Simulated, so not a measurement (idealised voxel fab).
Process module heading - voxel ribs on slabs
The figure presents cross-section cut, which has a width of 210 nm and is divided into square cells with an edge length of 5 nm.
Cross-sections here: square-cell grids, written as top-down lists of bands, a band being one or more rows of cells.
Basically the band line says how high the top is and how high the bottom is, in nm, and then what's in it from left to right, every material with its width in nm. Empty space shows up as "empty", and if a single material carries "edge to edge" it runs the full band edge to edge.
Below 0: as-received wafer, all one material; heights counted from there. Lowest band: no bottom, goes on down, written "z 0 and below".
Think of "30 to 40" as a width that walks from the first number to the second as you go down the band, top row to bottom row, taking equal-sized steps from row to row.
For the purposes of this document, the phrase "remained unchanged" attached to a step denotes that no cell within the cross-section was modified by that step.
Closed internal voids: empty space of 8 cells or more with no open way to the top, each as width x height at its distance from the left edge, in nm
Heads up: the bit after the settings on a step's line is the simulator's remark on that step.
The optional step-line setting "overlay nm" applies to steps with a mask and quantifies how far to the right of its planned location the mask lay, a negative value indicating leftward placement.
-- The planned process steps are enumerated hereunder
step 1: RECEIVE: material Si
step 2: DIRECTIONAL_DEP: material SiO2, thk nm 25
step 3: DIRECTIONAL_DEP: material SiN, thk nm 25
step 4: DIRECTIONAL_DEP: material aC, thk nm 10
step 5: PATTERN: tone cover, mask id RIB, material resist, width nm 15, thk nm 25, overlay nm 0
step 6: DIRECTIONAL_ETCH: etch materials aC, depth nm 10
step 7: STRIP: etch materials resist
step 8: DIRECTIONAL_ETCH: etch materials SiN, depth nm 20
step 9: STRIP: etch materials aC
step 10: PATTERN: tone cover, mask id SLAB, material resist, width nm 45, thk nm 15, overlay nm 0
step 11: DIRECTIONAL_ETCH: etch materials SiN, depth nm 5
step 12: STRIP: etch materials resist
step 13: FILL_DEP: material SiO2, thk nm 20
step 14: CMP: height nm 60
step 15: DIRECTIONAL_DEP: material W, thk nm 10
step 16: MASKED_ETCH: tone cover, mask id HEATER, width nm 25, etch materials W, depth nm 10, overlay nm 0
step 17: CONFORMAL_DEP: material SiO2, thk nm 5
-- Cross-section of the wafer as it came to us, i.e., already through step 1
* z 0 and below | Si edge to edge
* Closed internal voids: none
-- First of two wafers at the end of the module, shown in cross-section; run carried out as planned
* z 75 to 70 | empty: 85  SiO2: 35  empty: 90
* z 70 to 65 | empty: 85  SiO2: 5  W: 25  SiO2: 5  empty: 90
* z 65 to 60 | SiO2: 90  W: 25  SiO2: 95
* z 60 to 50 | SiO2 edge to edge
* z 50 to 30 | SiO2: 95  SiN: 15  SiO2: 100
* z 30 to 25 | SiO2: 80  SiN: 45  SiO2: 85
* z 25 to 0 | SiO2 edge to edge
* z 0 and below | Si edge to edge
* Closed internal voids: none
-- Wafer two cross-section, module end. Start and plan unchanged from wafer one; one mistake made during the run
* z 75 to 70 | SiO2 edge to edge
* z 70 to 60 | SiN edge to edge
* z 60 to 50 | SiO2 edge to edge
* z 50 to 30 | SiO2: 95  SiN: 15  SiO2: 100
* z 30 to 25 | SiO2: 80  SiN: 45  SiO2: 85
* z 25 to 0 | SiO2 edge to edge
* z 0 and below | Si edge to edge
* Closed internal voids: none
Short version of what went wrong: step 15: run off-plan, actual operation and settings DIRECTIONAL_DEP: material SiN, thk nm 10
Final difference in cells, second wafer against first, listed per material as more or fewer: SiN: 84 more; SiO2: 4 fewer; W: 10 fewer
